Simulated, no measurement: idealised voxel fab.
The following is a process module called voxel double patterning.
Shown is cross-section cut, with a width of 290 nm and square cells of size 5 nm.
When this document writes out a cross-section, it uses a grid of square cells and lists it as bands, beginning at the top and moving down, with a band standing for one or more rows of cells. It is stipulated that each band's entry specify, in nanometres, the height of the top of the band and then that of its bottom, followed by the materials of the band in left-to-right sequence, each together with its width in nanometres. A single material marked by the word "throughout" is understood to fill the band from edge to edge; the word "blank" is understood to denote empty space. Height reference: 0 = level under which incoming wafer is all one material. Lowest band: no bottom, runs on downward, e.g. "0 -> down". Graded width ("30 to 40"): value in top row of band = first number; value in bottom row = second number; row-to-row change constant. Take "no change occurred" at face value: in the step it is given for, the cross-section changed in none of its cells. "Closed void table" contains a list of empty spaces, each no smaller than 8 cells and without an open way to the top, written in the form width x height at distance with the distance from the left edge and all three in nm. Past the settings on a step's line: simulator remark, on that step. overlay nm: how far to the right of its planned place the mask lay on this masked step (negative: to the left).

[Process steps foreseen in the plan]
1 RECEIVE with material Si
2 CONFORMAL_DEP with material SiO2, thk nm 5
3 DIRECTIONAL_DEP with material TiN, thk nm 10
4 DIRECTIONAL_DEP with material SiCN, thk nm 5
5 MASKED_ETCH with tone open, mask id FIRST, width nm 15, pitch nm 50, etch materials SiCN, depth nm 5, overlay nm 0
6 MASKED_ETCH with tone open, mask id SECOND, width nm 15, pitch nm 50, etch materials SiCN, depth nm 5, overlay nm 0
7 DIRECTIONAL_ETCH with etch materials TiN, depth nm 10
8 STRIP with etch materials SiCN

[The first wafer of two, processed as planned]

[Cross-section of the wafer upon arrival, representing the state reached after step 1]
> 0 -> down | Si throughout
> Closed void table: none

[The wafer, seen in cross-section, after step 2]
> 5 -> 0 | SiO2 throughout
> Anything lower than 0 is untouched.

[The wafer, seen in cross-section, after step 3]
> 15 -> 5 | TiN throughout
> Anything lower than 5 is untouched.

[The wafer, seen in cross-section, after step 4]
> 20 -> 15 | SiCN throughout
> Anything lower than 15 is untouched.

[The wafer, seen in cross-section, after step 5]
> 20 -> 15 | SiCN 85; blank 15; SiCN 35; blank 15; SiCN 35; blank 15; SiCN 90
> Anything lower than 15 is untouched.

[The wafer, seen in cross-section, after step 6]
> 20 -> 15 | SiCN 85; blank 15; SiCN 10; blank 15; SiCN 10; blank 15; SiCN 10; blank 15; SiCN 10; blank 15; SiCN 90
> Anything lower than 15 is untouched.

[The wafer, seen in cross-section, after step 7]
> 20 -> 15 | SiCN 85; blank 15; SiCN 10; blank 15; SiCN 10; blank 15; SiCN 10; blank 15; SiCN 10; blank 15; SiCN 90
> 15 -> 5 | TiN 85; blank 15; TiN 10; blank 15; TiN 10; blank 15; TiN 10; blank 15; TiN 10; blank 15; TiN 90
> Anything lower than 5 is untouched.

[The wafer, seen in cross-section, after step 8]
> 15 -> 5 | TiN 85; blank 15; TiN 10; blank 15; TiN 10; blank 15; TiN 10; blank 15; TiN 10; blank 15; TiN 90
> Anything lower than 5 is untouched.

[Here the second wafer is described. Its start and its plan were those of the first wafer. Its run contained one mistake. Up to and including step 5, it did exactly what the first wafer did]

[The second wafer in cross-section, at the planned close of step 6]
> 20 -> 15 | blank 110; SiCN 15; blank 35; SiCN 15; blank 115
> Anything lower than 15 is untouched.

[The second wafer in cross-section, at the planned close of step 7]
> 20 -> 15 | blank 110; SiCN 15; blank 35; SiCN 15; blank 115
> 15 -> 5 | blank 110; TiN 15; blank 35; TiN 15; blank 115
> Anything lower than 5 is untouched.

[The second wafer in cross-section, at the planned close of step 8]
> 15 -> 5 | blank 110; TiN 15; blank 35; TiN 15; blank 115
> Anything lower than 5 is untouched.
Misprocessing identified: not per plan at step 6, really ran MASKED_ETCH with tone cover, mask id SECOND, width nm 15, pitch nm 50, etch materials SiCN, depth nm 5, overlay nm 0
Counted in cells at the end, the second wafer holds more or fewer of these materials than the first: 74 fewer of TiN
